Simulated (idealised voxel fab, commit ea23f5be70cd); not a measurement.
process module | voxel self aligned vias
cross-section cut | 285 nm wide | cells 5 nm
A cross-section is a grid of square cells, given in bands from the top down. A band is one or more rows of cells.
Each band's line starts with the height of the band's top and of its bottom, in nm. Then come its materials from left to right, each with its width in nm. One material with "throughout" fills the band from edge to edge. "air" is empty space.
Height 0 is the level under which the wafer as received is all one material. The lowest band goes on downwards, as in "0 down".
A width such as "30 to 40" changes by the same amount from each row of cells to the next, from the band's top row to its bottom row.
"no change" after a step means that no cell of the cross-section changed.
closed voids: empty space of 8 cells or more with no open way to the top, each as width x height at its distance from the left edge, in nm
after a step's settings: what the simulator itself notes on the step
overlay nm, on a step with a mask: how far to the right of its planned place the mask lay; to the left if negative
plan
1 op RECEIVE | material Si
2 op CONFORMAL_DEP | material SiO2 | thk nm 10
3 op CONFORMAL_DEP | material SiCN | thk nm 5
4 op DIRECTIONAL_DEP | material SiO2 | thk nm 30
5 op MASKED_ETCH | tone open | mask id LINES | width nm 25 | pitch nm 60 | etch materials SiO2 | depth nm 30 | overlay nm 0
6 op CONFORMAL_DEP | material TiN | thk nm 5
7 op FILL_DEP | material Ru | thk nm 5
8 op CMP | height nm 45
9 op SELECTIVE_ETCH | etch materials W Ru TiN | depth nm 10
10 op FILL_DEP | material SiN | thk nm 5
11 op CMP | height nm 45
12 op DIRECTIONAL_DEP | material SiO2 | thk nm 20
13 op DIRECTIONAL_DEP | material aC | thk nm 10
14 op PATTERN | tone open | mask id VIAS | material resist | width nm 45 | pitch nm 60 | thk nm 30 | overlay nm 0
15 op DIRECTIONAL_ETCH | etch materials aC | depth nm 10
16 op STRIP | etch materials resist
17 op DIRECTIONAL_ETCH | etch materials SiO2 | depth nm 20
18 op DIRECTIONAL_ETCH | etch materials SiN | depth nm 10
19 op STRIP | etch materials aC
20 op CONFORMAL_DEP | material TiN | thk nm 5
21 op FILL_DEP | material Ru | thk nm 10
22 op CMP | height nm 65
23 op CONFORMAL_DEP | material SiCN | thk nm 5
as received, after step 1
  0 down: Si throughout
  closed voids: none
first wafer at the end, as planned
  70 to 65: SiCN throughout
  65 to 50: SiO2 90 | TiN 5 | Ru 35 | TiN 5 | SiO2 15 | TiN 5 | Ru 35 | TiN 5 | SiO2 90
  50 to 40: SiO2 90 to 100 | TiN 15 to 5 | Ru 15 | TiN 15 to 5 | SiO2 15 to 35 | TiN 15 to 5 | Ru 15 | TiN 15 to 5 | SiO2 90 to 100
  40 to 35: SiO2 100 | TiN 25 | SiO2 35 | TiN 25 | SiO2 100
  35 to 20: SiO2 100 | TiN 5 | Ru 15 | TiN 5 | SiO2 35 | TiN 5 | Ru 15 | TiN 5 | SiO2 100
  20 to 15: SiO2 100 | TiN 25 | SiO2 35 | TiN 25 | SiO2 100
  15 to 10: SiCN throughout
  10 to 0: SiO2 throughout
  0 down: Si throughout
  closed voids: none
second wafer at the end: like start, like plan, one mistake
  70 to 65: SiCN throughout
  65 to 45: SiO2 90 | TiN 5 | Ru 35 | TiN 5 | SiO2 15 | TiN 5 | Ru 35 | TiN 5 | SiO2 90
  45 to 40: SiN 90 | TiN 15 | Ru 15 | TiN 15 | SiN 15 | TiN 15 | Ru 15 | TiN 15 | SiN 90
  40 to 35: SiO2 100 | TiN 25 | SiO2 35 | TiN 25 | SiO2 100
  35 to 15: SiO2 100 | TiN 5 | Ru 15 | TiN 5 | SiO2 35 | TiN 5 | Ru 15 | TiN 5 | SiO2 100
  15 to 10: SiO2 100 | TiN 25 | SiO2 35 | TiN 25 | SiO2 100
  10 to 0: SiO2 throughout
  0 down: Si throughout
  closed voids: none
what went wrong: step 3 was left out
at the end the second wafer has, in cells: 14 more of Ru | 57 fewer of SiCN | 39 more of SiN | 4 more of TiN
